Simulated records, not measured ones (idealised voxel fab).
Documented hereafter: the process module known as voxel wiring stack.
Each square cell in cross-section cut measures 5 nm, and the section as a whole is 210 nm wide.
A cross-section in this document is a grid of square cells, and it is written down as bands, the top band listed before the ones below it; a band is made up of one or more rows of cells. Within each band entry, the heights of the top and of the bottom of the band appear first, in that order and in nm; the materials of the band then follow from left to right, each with its corresponding width in nm. The designation "full width" on a single material indicates that it fills the band from edge to edge; the designation "blank" indicates empty space. Below 0: as-received wafer, all one material; heights counted from there. Lowest band: no bottom, goes on down, written "0..down". A width such as "30 to 40" changes by the same amount from each row of cells to the next, from the band's top row to its bottom row. No cell of the cross-section changed in a step that is given as "same as before". Enclosed voids (no open way to top), threshold 8 cells or more, entry "closed voids", notation width x height at distance, distance from left edge, nm. Where a step's line continues beyond its settings, the continuation is a remark by the simulator itself on that step. "overlay nm" denotes, for a step that has a mask, the displacement of the mask to the right of its planned place, with negative values corresponding to the left.

List of planned process steps:
1,RECEIVE [material Si]
2,CONFORMAL_DEP [material SiO2] [thk nm 15]
3,CONFORMAL_DEP [material SiCN] [thk nm 5]
4,DIRECTIONAL_DEP [material lowk] [thk nm 15]
5,PATTERN [tone open] [mask id METAL_1] [material resist] [width nm 30] [pitch nm 45] [thk nm 15] [overlay nm 0]
6,DIRECTIONAL_ETCH [etch materials lowk] [depth nm 15]
7,DIRECTIONAL_ETCH [etch materials SiCN] [depth nm 5]
8,STRIP [etch materials resist]
9,CONFORMAL_DEP [material TiN] [thk nm 5]
10,FILL_DEP [material W] [thk nm 5]
11,CMP [height nm 35]
12,CONFORMAL_DEP [material SiCN] [thk nm 5]
13,DIRECTIONAL_DEP [material lowk] [thk nm 20]
14,PATTERN [tone open] [mask id PLUG_1] [material resist] [width nm 15] [pitch nm 45] [thk nm 20] [overlay nm 0]
15,DIRECTIONAL_ETCH [etch materials lowk] [depth nm 20]
16,DIRECTIONAL_ETCH [etch materials SiCN] [depth nm 5]
17,STRIP [etch materials resist]
18,CONFORMAL_DEP [material TiN] [thk nm 5]
19,FILL_DEP [material Ru] [thk nm 10]
20,CMP [height nm 60]
21,DIRECTIONAL_DEP [material TiN] [thk nm 5]
22,DIRECTIONAL_DEP [material W] [thk nm 25]
23,DIRECTIONAL_DEP [material aC] [thk nm 10]
24,PATTERN [tone cover] [mask id METAL_2] [material resist] [width nm 30] [pitch nm 45] [thk nm 30] [overlay nm 0]
25,DIRECTIONAL_ETCH [etch materials aC] [depth nm 10]
26,STRIP [etch materials resist]
27,DIRECTIONAL_ETCH [etch materials W] [depth nm 25]
28,DIRECTIONAL_ETCH [etch materials TiN] [depth nm 5]
29,STRIP [etch materials aC]
30,FILL_DEP [material lowk] [thk nm 5]
31,CMP [height nm 90]
32,CONFORMAL_DEP [material SiCN] [thk nm 5]
33,DIRECTIONAL_DEP [material SiO2] [thk nm 35]
34,PATTERN [tone open] [mask id METAL_3_HOLES] [material resist] [width nm 15] [pitch nm 45] [thk nm 20] [overlay nm 0]
35,DIRECTIONAL_ETCH [etch materials SiO2] [depth nm 35]
36,STRIP [etch materials resist]
37,DIRECTIONAL_DEP [material aC] [thk nm 15]
38,PATTERN [tone open] [mask id METAL_3] [material resist] [width nm 30] [pitch nm 45] [thk nm 30] [overlay nm -5]
39,DIRECTIONAL_ETCH [etch materials aC] [depth nm 15]
40,STRIP [etch materials resist]
41,DIRECTIONAL_ETCH [etch materials SiO2] [depth nm 20]
42,DIRECTIONAL_ETCH [etch materials SiCN] [depth nm 5]
43,STRIP [etch materials aC]
44,CONFORMAL_DEP [material TiN] [thk nm 5]
45,FILL_DEP [material Ru] [thk nm 10]
46,CMP [height nm 130]
47,CONFORMAL_DEP [material SiN] [thk nm 5]
Heads up: all these wafers start the same, and what changes between them is the overlay nm in step 38. The value you see in the plan is just what the first wafer got.

The as-received cross-section of the first of several wafers corresponds to the state after step 1:
> 0..down: Si full width
> closed voids: none

Every row in this table is a wafer at the end of the module, and it gives, for each of the materials, the cells that wafer has gained (+) or lost (-) since it was received, then its closed voids:
overlay nm -5 | +80 Ru | +78 SiCN | +42 SiN | +288 SiO2 | +196 TiN | +168 W | +282 lowk | closed voids: none
overlay nm 0 | +80 Ru | +78 SiCN | +42 SiN | +288 SiO2 | +196 TiN | +168 W | +282 lowk | closed voids: none
overlay nm 5 | +88 Ru | +82 SiCN | +42 SiN | +272 SiO2 | +200 TiN | +168 W | +282 lowk | closed voids: none
overlay nm 10 | +100 Ru | +86 SiCN | +42 SiN | +256 SiO2 | +200 TiN | +168 W | +282 lowk | closed voids: none
